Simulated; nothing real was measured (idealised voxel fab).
process module | voxel capacitor over wiring
cross-section cut | 240 nm wide | cells 5 nm
A cross-section is a grid of square cells, given in bands from the top down. A band is one or more rows of cells.
Each band's line starts with the height of the band's top and of its bottom, in nm. Then come its materials from left to right, each with its width in nm. One material with "throughout" fills the band from edge to edge. "air" is empty space.
Height 0 is the level under which the wafer as received is all one material. The lowest band goes on downwards, as in "0 down".
A width such as "30 to 40" changes by the same amount from each row of cells to the next, from the band's top row to its bottom row.
"no change" after a step means that no cell of the cross-section changed.
closed voids: empty space of 8 cells or more with no open way to the top, each as width x height at its distance from the left edge, in nm
after a step's settings: what the simulator itself notes on the step
overlay nm, on a step with a mask: how far to the right of its planned place the mask lay; to the left if negative
plan
1 op RECEIVE | material Si
2 op CONFORMAL_DEP | material SiO2 | thk nm 15
3 op DIRECTIONAL_DEP | material TiN | thk nm 5
4 op DIRECTIONAL_DEP | material Ru | thk nm 25
5 op DIRECTIONAL_DEP | material aC | thk nm 15
6 op PATTERN | tone cover | mask id METAL_1 | material resist | width nm 20 | pitch nm 75 | thk nm 35 | overlay nm 0
7 op DIRECTIONAL_ETCH | etch materials aC | depth nm 15
8 op STRIP | etch materials resist
9 op DIRECTIONAL_ETCH | etch materials Ru | depth nm 25
10 op DIRECTIONAL_ETCH | etch materials TiN | depth nm 5
11 op STRIP | etch materials aC
12 op CONFORMAL_DEP | material SiCN | thk nm 5
13 op FILL_DEP | material lowk | thk nm 5
14 op CMP | height nm 45
15 op CONFORMAL_DEP | material SiCN | thk nm 5
16 op DIRECTIONAL_DEP | material SiO2 | thk nm 15
17 op PATTERN | tone open | mask id PLUG_1 | material resist | width nm 15 | thk nm 20 | overlay nm 0
18 op DIRECTIONAL_ETCH | etch materials SiO2 | depth nm 15
19 op DIRECTIONAL_ETCH | etch materials SiCN | depth nm 5
20 op STRIP | etch materials resist
21 op CONFORMAL_DEP | material TiN | thk nm 5
22 op FILL_DEP | material Ru | thk nm 5
23 op CMP | height nm 65
24 op DIRECTIONAL_DEP | material TiN | thk nm 10
25 op DIRECTIONAL_DEP | material HfO2 | thk nm 5
26 op DIRECTIONAL_DEP | material TiN | thk nm 5
27 op MASKED_ETCH | tone cover | mask id UPPER_PLATE | width nm 60 | etch materials TiN | depth nm 5 | overlay nm 0
28 op MASKED_ETCH | tone cover | mask id UPPER_PLATE | width nm 60 | etch materials HfO2 | depth nm 5 | overlay nm 0
29 op PATTERN | tone cover | mask id LOWER_PLATE | material resist | width nm 70 | thk nm 15 | overlay nm 0
30 op DIRECTIONAL_ETCH | etch materials TiN | depth nm 10
31 op STRIP | etch materials resist
32 op FILL_DEP | material SiO2 | thk nm 20
33 op CMP | height nm 100
34 op DIRECTIONAL_DEP | material aC | thk nm 10
35 op PATTERN | tone open | mask id PLUG_2 | material resist | width nm 15 | thk nm 30 | overlay nm 0
36 op DIRECTIONAL_ETCH | etch materials aC | depth nm 10
37 op STRIP | etch materials resist
38 op DIRECTIONAL_ETCH | etch materials SiO2 | depth nm 15
39 op STRIP | etch materials aC
40 op CONFORMAL_DEP | material TiN | thk nm 5
41 op FILL_DEP | material W | thk nm 5
42 op CMP | height nm 100
43 op CONFORMAL_DEP | material SiCN | thk nm 5
as received, after step 1
  0 down: Si throughout
  closed voids: none
first wafer at the end, as planned
  105 to 100: SiCN throughout
  100 to 90: SiO2 85 | TiN 5 | W 5 | TiN 5 | SiO2 140
  90 to 80: SiO2 85 to 75 | TiN 15 to 60 | SiO2 140 to 105
  80 to 75: SiO2 75 | HfO2 60 | SiO2 105
  75 to 65: SiO2 70 | TiN 70 | SiO2 100
  65 to 50: SiO2 75 | TiN 5 | Ru 5 | TiN 5 | SiO2 150
  50 to 45: SiCN 75 | TiN 15 | SiCN 150
  45 to 20: lowk 65 | SiCN 5 | Ru 20 | SiCN 5 | lowk 45 | SiCN 5 | Ru 20 | SiCN 5 | lowk 70
  20 to 15: SiCN 70 | TiN 20 | SiCN 55 | TiN 20 | SiCN 75
  15 to 0: SiO2 throughout
  0 down: Si throughout
  closed voids: none
second wafer at the end: like start, like plan, one mistake
  105 to 100: SiCN throughout
  100 to 90: SiO2 85 | TiN 5 | W 5 | TiN 5 | SiO2 140
  90 to 80: SiO2 85 to 75 | TiN 15 to 60 | SiO2 140 to 105
  80 to 75: SiO2 75 | HfO2 60 | SiO2 105
  75 to 65: SiO2 70 | TiN 70 | SiO2 100
  65 to 50: SiO2 75 | TiN 5 | Ru 5 | TiN 5 | SiO2 150
  50 to 45: SiCN 75 | TiN 15 | SiCN 150
  45 to 40: lowk 65 | SiCN 30 | lowk 45 | SiCN 30 | lowk 70
  40 to 20: lowk 65 | SiCN 5 | Ru 20 | SiCN 5 | lowk 45 | SiCN 5 | Ru 20 | SiCN 5 | lowk 70
  20 to 15: SiCN 70 | Ru 20 | SiCN 55 | Ru 20 | SiCN 75
  15 to 0: SiO2 throughout
  0 down: Si throughout
  closed voids: none
what went wrong: step 3 was left out
at the end the second wafer has, in cells: 8 more of SiCN | 8 fewer of TiN
